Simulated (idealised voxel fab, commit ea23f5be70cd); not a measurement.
The process module that follows is named voxel plated lines.
For reference, the cross-section in this document is cut, with width 300 nm and square cells of 5 nm.
Format of a cross-section: grid, square cells. Given as bands. Order: top down. Band: one or more rows of cells.
Within each band entry, the heights of the top and of the bottom of the band appear first, in that order and in nm; the materials of the band then follow from left to right, each with its corresponding width in nm. The designation "all across" on a single material indicates that it fills the band from edge to edge; the designation "blank" indicates empty space.
The reference from which all heights are counted is 0, the level beneath which the as-received wafer is entirely one material; the lowest band, having no lower bound, proceeds downward and is written after the example "0 and below".
A two-number width, for instance "30 to 40", indicates that the width is equal to the first number in the top row of the band and to the second number in the bottom row, and that it changes by a constant amount per row of cells.
Reading "changes: none" for a step: not a cell of the cross-section changed in it.
Closed-off voids of 8+ cells (no open route to the top) go in "Enclosed cavity list", written width x height at distance from the left edge, in nm.
Note: text after step settings on the step line = simulator remark on that step.
overlay nm: right-of-plan distance of the mask on a masked step; negative values mean left-of-plan.
This section lists the process steps that were planned
1: RECEIVE | material Si
2: CONFORMAL_DEP | material Al2O3 | thk nm 5
3: DIRECTIONAL_DEP | material TiN | thk nm 5
4: PATTERN | tone open | mask id LINES | material resist | width nm 20 | pitch nm 35 | thk nm 25 | overlay nm 0
5: EPI | material Ru | thk nm 10
6: EPI | material Ru | thk nm 10
7: STRIP | etch materials resist
8: DIRECTIONAL_ETCH | etch materials TiN | depth nm 5
9: CONFORMAL_DEP | material SiN | thk nm 5
It is noted that the wafers described herein are identical at the outset and are distinguished by the thk nm of step 9; the value stated in the plan corresponds to the first wafer.
Cross-sectional view of the first of several wafers in the as-received condition, corresponding to the state following step 1
0 and below  Si all across
Enclosed cavity list: none
Wafer cross-section (first of several) - module end, post step 9 (last step)
35 down to 30  blank 80  SiN 30  blank 5  SiN 30  blank 5  SiN 30  blank 5  SiN 30  blank 85
30 down to 10  blank 80  SiN 5  Ru 20  SiN 5  blank 5  SiN 5  Ru 20  SiN 5  blank 5  SiN 5  Ru 20  SiN 5  blank 5  SiN 5  Ru 20  SiN 5  blank 85
10 down to 5  SiN 85  TiN 20  SiN 15  TiN 20  SiN 15  TiN 20  SiN 15  TiN 20  SiN 90
5 down to 0  Al2O3 all across
0 and below  Si all across
Enclosed cavity list: none
The last wafer as seen in cross-section at the end of the module
50 down to 30  blank 65  SiN 165  blank 70
30 down to 25  blank 65  SiN 20  Ru 20  SiN 15  Ru 20  SiN 15  Ru 20  SiN 15  Ru 20  SiN 20  blank 70
25 down to 10  SiN 85  Ru 20  SiN 15  Ru 20  SiN 15  Ru 20  SiN 15  Ru 20  SiN 90
10 down to 5  SiN 85  TiN 20  SiN 15  TiN 20  SiN 15  TiN 20  SiN 15  TiN 20  SiN 90
5 down to 0  Al2O3 all across
0 and below  Si all across
Enclosed cavity list: none
Per wafer, end of module: cells gained (+) or lost (-) per material since receipt, then closed voids
thk nm 5, +60 Al2O3, +64 Ru, +100 SiN, +16 TiN, Enclosed cavity list: none
thk nm 10, +60 Al2O3, +64 Ru, +185 SiN, +16 TiN, Enclosed cavity list: none
thk nm 15, +60 Al2O3, +64 Ru, +255 SiN, +16 TiN, Enclosed cavity list: none
thk nm 20, +60 Al2O3, +64 Ru, +325 SiN, +16 TiN, Enclosed cavity list: none
